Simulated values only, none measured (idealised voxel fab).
process module | voxel capacitor over wiring
cross-section cut | 155 nm wide | cells 5 nm
A cross-section is a grid of square cells, given in bands from the top down. A band is one or more rows of cells.
Each band's line starts with the height of the band's top and of its bottom, in nm. Then come its materials from left to right, each with its width in nm. One material with "throughout" fills the band from edge to edge. "air" is empty space.
Height 0 is the level under which the wafer as received is all one material. The lowest band goes on downwards, as in "0 down".
A width such as "30 to 40" changes by the same amount from each row of cells to the next, from the band's top row to its bottom row.
"no change" after a step means that no cell of the cross-section changed.
closed voids: empty space of 8 cells or more with no open way to the top, each as width x height at its distance from the left edge, in nm
after a step's settings: what the simulator itself notes on the step
overlay nm, on a step with a mask: how far to the right of its planned place the mask lay; to the left if negative
plan
1 op RECEIVE | material Si
2 op CONFORMAL_DEP | material SiO2 | thk nm 15
3 op CONFORMAL_DEP | material SiCN | thk nm 5
4 op DIRECTIONAL_DEP | material lowk | thk nm 25
5 op DIRECTIONAL_DEP | material aC | thk nm 10
6 op PATTERN | tone open | mask id METAL_1 | material resist | width nm 20 | pitch nm 85 | thk nm 30 | overlay nm 0
7 op DIRECTIONAL_ETCH | etch materials aC | depth nm 10
8 op STRIP | etch materials resist
9 op DIRECTIONAL_ETCH | etch materials lowk | depth nm 25
10 op DIRECTIONAL_ETCH | etch materials SiCN | depth nm 5
11 op STRIP | etch materials aC
12 op CONFORMAL_DEP | material TiN | thk nm 5
13 op FILL_DEP | material Cu | thk nm 5
14 op CMP | height nm 45
15 op CONFORMAL_DEP | material SiCN | thk nm 5
16 op DIRECTIONAL_DEP | material lowk | thk nm 5
17 op DIRECTIONAL_DEP | material aC | thk nm 10
18 op PATTERN | tone open | mask id PLUG_1 | material resist | width nm 15 | thk nm 25 | overlay nm 0
19 op DIRECTIONAL_ETCH | etch materials aC | depth nm 10
20 op STRIP | etch materials resist
21 op DIRECTIONAL_ETCH | etch materials lowk | depth nm 15
22 op DIRECTIONAL_ETCH | etch materials SiCN | depth nm 5
23 op STRIP | etch materials aC
24 op EPI | material Ru | thk nm 10
25 op EPI | material Ru | thk nm 10
26 op DIRECTIONAL_DEP | material TiN | thk nm 5
27 op DIRECTIONAL_DEP | material HfO2 | thk nm 5
28 op DIRECTIONAL_DEP | material TiN | thk nm 10
29 op MASKED_ETCH | tone cover | mask id UPPER_PLATE | width nm 70 | etch materials TiN | depth nm 10 | overlay nm 0
30 op MASKED_ETCH | tone cover | mask id UPPER_PLATE | width nm 70 | etch materials HfO2 | depth nm 5 | overlay nm 0
31 op PATTERN | tone cover | mask id LOWER_PLATE | material resist | width nm 80 | thk nm 15 | overlay nm 0
32 op DIRECTIONAL_ETCH | etch materials TiN | depth nm 5
33 op STRIP | etch materials resist
34 op FILL_DEP | material SiO2 | thk nm 15
35 op CMP | height nm 95
36 op DIRECTIONAL_DEP | material aC | thk nm 10
37 op PATTERN | tone open | mask id PLUG_2 | material resist | width nm 15 | thk nm 30 | overlay nm 0
38 op DIRECTIONAL_ETCH | etch materials aC | depth nm 10
39 op STRIP | etch materials resist
40 op DIRECTIONAL_ETCH | etch materials SiO2 | depth nm 10
41 op STRIP | etch materials aC
42 op CONFORMAL_DEP | material TiN | thk nm 5
43 op FILL_DEP | material W | thk nm 10
44 op CMP | height nm 95
45 op CONFORMAL_DEP | material SiCN | thk nm 5
varied across the wafers: thk nm of step 16. The plan shows the first wafer's value. All wafers start alike
first wafer as received, after step 1
  0 down: Si throughout
  closed voids: none
each wafer at the end: cells of each material gained (+) or lost (-) since it was received, then its closed voids
thk nm 5 | +20 Cu | +14 HfO2 | +20 Ru | +82 SiCN | +263 SiO2 | +77 TiN | +1 W | +143 lowk | closed voids: none
thk nm 10 | +20 Cu | +14 HfO2 | +14 Ru | +82 SiCN | +241 SiO2 | +77 TiN | +1 W | +171 lowk | closed voids: none
thk nm 15 | +20 Cu | +14 HfO2 | +12 Ru | +82 SiCN | +215 SiO2 | +77 TiN | +1 W | +199 lowk | closed voids: none
thk nm 20 | +20 Cu | +14 HfO2 | +85 SiCN | +195 SiO2 | +76 TiN | +230 lowk | closed voids: none
thk nm 25 | +20 Cu | +14 HfO2 | +85 SiCN | +166 SiO2 | +74 TiN | +261 lowk | closed voids: none
thk nm 30 | +20 Cu | +14 HfO2 | +85 SiCN | +146 SiO2 | +63 TiN | +292 lowk | closed voids: none
